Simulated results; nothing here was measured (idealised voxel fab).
The process module that follows is named voxel self aligned vias.
It is cross-section cut that appears here, measuring 235 nm in width, its square cells being 5 nm in size.
When this document writes out a cross-section, it uses a grid of square cells and lists it as bands, beginning at the top and moving down, with a band standing for one or more rows of cells. What a band's entry tells you: where the top is and where the bottom is, as heights in nm, and after that what lies inside, material by material from left to right, each with its width in nm. Empty space is written as the word "empty", and a single material marked with the word "full width" occupies the band from edge to edge. Heads up on the height convention: 0 is the point under which the incoming wafer is all one material, and the lowest band has no bottom, it just keeps going down, like "from 0 down". Width: "30->40" (first number = top row, second number = bottom row, same change from row to row of cells). "no alteration" means the step left every cell of the cross-section as it was. You'll see "Internal closed voids" listing empty spaces that have no way open to the top, as long as they're 8 cells or more; the notation is width x height at distance, where the distance is from the left edge, and all of it is in nm. Heads up: the bit after the settings on a step's line is the simulator's remark on that step. overlay nm: step with mask; distance mask lay right of planned place; negative value = left of planned place.
### plan
| 1 | RECEIVE,material Si |
| 2 | CONFORMAL_DEP,material SiO2,thk nm 15 |
| 3 | CONFORMAL_DEP,material SiCN,thk nm 5 |
| 4 | DIRECTIONAL_DEP,material SiO2,thk nm 30 |
| 5 | MASKED_ETCH,tone open,mask id LINES,width nm 30,pitch nm 65,etch materials SiO2,depth nm 30,overlay nm 0 |
| 6 | CONFORMAL_DEP,material TiN,thk nm 5 |
| 7 | FILL_DEP,material Ru,thk nm 10 |
| 8 | CMP,height nm 50 |
| 9 | SELECTIVE_ETCH,etch materials W Ru TiN,depth nm 5 |
| 10 | FILL_DEP,material SiN,thk nm 5 |
| 11 | CMP,height nm 50 |
| 12 | DIRECTIONAL_DEP,material SiO2,thk nm 20 |
| 13 | DIRECTIONAL_DEP,material aC,thk nm 10 |
| 14 | PATTERN,tone open,mask id VIAS,material resist,width nm 40,pitch nm 65,thk nm 25,overlay nm 0 |
| 15 | DIRECTIONAL_ETCH,etch materials aC,depth nm 10 |
| 16 | STRIP,etch materials resist |
| 17 | DIRECTIONAL_ETCH,etch materials SiO2,depth nm 20 |
| 18 | DIRECTIONAL_ETCH,etch materials SiN,depth nm 5 |
| 19 | STRIP,etch materials aC |
| 20 | CONFORMAL_DEP,material TiN,thk nm 5 |
| 21 | FILL_DEP,material W,thk nm 5 |
| 22 | CMP,height nm 70 |
| 23 | CONFORMAL_DEP,material SiN,thk nm 5 |
### This is the cross-section of the wafer as we received it, i.e. after step 1
	from 0 down: Si full width
	Internal closed voids: none
### Post-module cross-section of the first of two wafers (run per plan)
	from 75 to 70: SiN full width
	from 70 to 55: SiO2: 65, then TiN: 5, then W: 30, then TiN: 5, then SiO2: 25, then TiN: 5, then W: 30, then TiN: 5, then SiO2: 65
	from 55 to 50: SiO2: 65, then TiN: 10, then W: 20, then TiN: 10, then SiO2: 25, then TiN: 10, then W: 20, then TiN: 10, then SiO2: 65
	from 50 to 45: SiO2: 70, then TiN: 30, then SiO2: 35, then TiN: 30, then SiO2: 70
	from 45 to 25: SiO2: 70, then TiN: 5, then Ru: 20, then TiN: 5, then SiO2: 35, then TiN: 5, then Ru: 20, then TiN: 5, then SiO2: 70
	from 25 to 20: SiO2: 70, then TiN: 30, then SiO2: 35, then TiN: 30, then SiO2: 70
	from 20 to 15: SiCN full width
	from 15 to 0: SiO2 full width
	from 0 down: Si full width
	Internal closed voids: none
### End-of-module cross-section of the second wafer: identical starting point and process plan to the first, with one processing mistake
	from 75 to 70: SiN full width
	from 70 to 55: W: 60, then TiN: 5, then SiO2: 40, then TiN: 5, then W: 15, then TiN: 5, then SiO2: 40, then TiN: 5, then W: 60
	from 55 to 50: TiN: 65, then SiO2: 40, then TiN: 25, then SiO2: 40, then TiN: 65
	from 50 to 45: SiO2: 70, then SiN: 30, then SiO2: 35, then SiN: 30, then SiO2: 70
	from 45 to 25: SiO2: 70, then TiN: 5, then Ru: 20, then TiN: 5, then SiO2: 35, then TiN: 5, then Ru: 20, then TiN: 5, then SiO2: 70
	from 25 to 20: SiO2: 70, then TiN: 30, then SiO2: 35, then TiN: 30, then SiO2: 70
	from 20 to 15: SiCN full width
	from 15 to 0: SiO2 full width
	from 0 down: Si full width
	Internal closed voids: none
Short version of what went wrong: note that step 14 departed from the planned setting and was carried out as PATTERN,tone cover,mask id VIAS,material resist,width nm 40,pitch nm 65,thk nm 25,overlay nm 0
Final tally in cells, some materials are higher or lower on the second wafer than on the first: 12 more of SiN, 60 fewer of SiO2, 11 more of TiN, 37 more of W
